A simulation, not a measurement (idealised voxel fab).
process module | voxel released beams
cross-section cut | 195 nm wide | cells 5 nm
A cross-section is a grid of square cells, given in bands from the top down. A band is one or more rows of cells.
Each band's line starts with the height of the band's top and of its bottom, in nm. Then come its materials from left to right, each with its width in nm. One material with "throughout" fills the band from edge to edge. "air" is empty space.
Height 0 is the level under which the wafer as received is all one material. The lowest band goes on downwards, as in "0 down".
A width such as "30 to 40" changes by the same amount from each row of cells to the next, from the band's top row to its bottom row.
"no change" after a step means that no cell of the cross-section changed.
closed voids: empty space of 8 cells or more with no open way to the top, each as width x height at its distance from the left edge, in nm
after a step's settings: what the simulator itself notes on the step
overlay nm, on a step with a mask: how far to the right of its planned place the mask lay; to the left if negative
plan
1 op RECEIVE | material Si
2 op CONFORMAL_DEP | material SiN | thk nm 10
3 op DIRECTIONAL_DEP | material SiO2 | thk nm 20
4 op MASKED_ETCH | tone open | mask id ANCHOR | width nm 45 | etch materials SiO2 | depth nm 20 | overlay nm 0
5 op CONFORMAL_DEP | material TiN | thk nm 15
6 op PATTERN | tone cover | mask id BEAM | material resist | width nm 125 | thk nm 15 | overlay nm 0
7 op DIRECTIONAL_ETCH | etch materials TiN | depth nm 15
8 op STRIP | etch materials resist
9 op STRIP | etch materials SiO2
as received, after step 1
  0 down: Si throughout
  closed voids: none
a wafer at the end: this start, this plan, one mistake
  60 to 45: air 30 | TiN 125 | air 40
  45 to 30: TiN throughout
  30 to 10: SiO2 35 | TiN 45 | SiO2 115
  10 to 0: SiN throughout
  0 down: Si throughout
  closed voids: none
what went wrong: step 5 was run twice
